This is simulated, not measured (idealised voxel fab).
process module | voxel capacitor over wiring
cross-section cut | 180 nm wide | cells 5 nm
A cross-section is a grid of square cells, given in bands from the top down. A band is one or more rows of cells.
Each band's line starts with the height of the band's top and of its bottom, in nm. Then come its materials from left to right, each with its width in nm. One material with "throughout" fills the band from edge to edge. "air" is empty space.
Height 0 is the level under which the wafer as received is all one material. The lowest band goes on downwards, as in "0 down".
A width such as "30 to 40" changes by the same amount from each row of cells to the next, from the band's top row to its bottom row.
"no change" after a step means that no cell of the cross-section changed.
closed voids: empty space of 8 cells or more with no open way to the top, each as width x height at its distance from the left edge, in nm
after a step's settings: what the simulator itself notes on the step
overlay nm, on a step with a mask: how far to the right of its planned place the mask lay; to the left if negative
plan
1 op RECEIVE | material Si
2 op CONFORMAL_DEP | material SiO2 | thk nm 15
3 op CONFORMAL_DEP | material SiCN | thk nm 5
4 op DIRECTIONAL_DEP | material SiO2 | thk nm 25
5 op MASKED_ETCH | tone open | mask id METAL_1 | width nm 25 | pitch nm 75 | etch materials SiO2 | depth nm 25 | overlay nm 0
6 op MASKED_ETCH | tone open | mask id METAL_1 | width nm 25 | pitch nm 75 | etch materials SiCN | depth nm 5 | overlay nm 0
7 op CONFORMAL_DEP | material TiN | thk nm 5
8 op FILL_DEP | material W | thk nm 10
9 op CMP | height nm 45
10 op CONFORMAL_DEP | material SiCN | thk nm 5
11 op DIRECTIONAL_DEP | material SiO2 | thk nm 20
12 op MASKED_ETCH | tone open | mask id PLUG_1 | width nm 15 | etch materials SiO2 | depth nm 20 | overlay nm 0
13 op MASKED_ETCH | tone open | mask id PLUG_1 | width nm 15 | etch materials SiCN | depth nm 5 | overlay nm 0
14 op EPI | material Ru | thk nm 10
15 op EPI | material Ru | thk nm 10
16 op EPI | material Ru | thk nm 5
17 op DIRECTIONAL_DEP | material TiN | thk nm 10
18 op DIRECTIONAL_DEP | material SiN | thk nm 5
19 op DIRECTIONAL_DEP | material TiN | thk nm 10
20 op MASKED_ETCH | tone cover | mask id UPPER_PLATE | width nm 55 | etch materials TiN | depth nm 10 | overlay nm 0
21 op MASKED_ETCH | tone cover | mask id UPPER_PLATE | width nm 55 | etch materials SiN | depth nm 5 | overlay nm 0
22 op PATTERN | tone cover | mask id LOWER_PLATE | material resist | width nm 65 | thk nm 20 | overlay nm 0
23 op DIRECTIONAL_ETCH | etch materials TiN | depth nm 10
24 op STRIP | etch materials resist
25 op FILL_DEP | material SiO2 | thk nm 15
26 op CMP | height nm 105
27 op MASKED_ETCH | tone open | mask id PLUG_2 | width nm 15 | etch materials SiO2 | depth nm 10 | overlay nm 0
28 op CONFORMAL_DEP | material TiN | thk nm 5
29 op FILL_DEP | material Cu | thk nm 10
30 op CMP | height nm 105
31 op CONFORMAL_DEP | material SiN | thk nm 5
as received, after step 1
  0 down: Si throughout
  closed voids: none
a wafer at the end: this start, this plan, one mistake
  110 to 105: SiN throughout
  105 to 100: Cu 55 | TiN 5 | SiO2 15 | TiN 5 | Cu 100
  100 to 95: TiN 60 | SiO2 15 | TiN 105
  95 to 85: SiO2 50 | TiN 55 | SiO2 75
  85 to 80: SiO2 50 | SiN 55 | SiO2 75
  80 to 70: SiO2 45 | TiN 65 | SiO2 70
  70 to 50: SiO2 50 | Ru 15 | SiO2 115
  50 to 45: SiCN 50 | Ru 15 | SiCN 115
  45 to 20: SiO2 40 | TiN 5 | W 15 | TiN 5 | SiO2 50 | TiN 5 | W 15 | TiN 5 | SiO2 40
  20 to 15: SiCN 40 | TiN 25 | SiCN 50 | TiN 25 | SiCN 40
  15 to 0: SiO2 throughout
  0 down: Si throughout
  closed voids: none
what went wrong: step 27 ran as: op MASKED_ETCH | tone cover | mask id PLUG_2 | width nm 15 | etch materials SiO2 | depth nm 10 | overlay nm 0
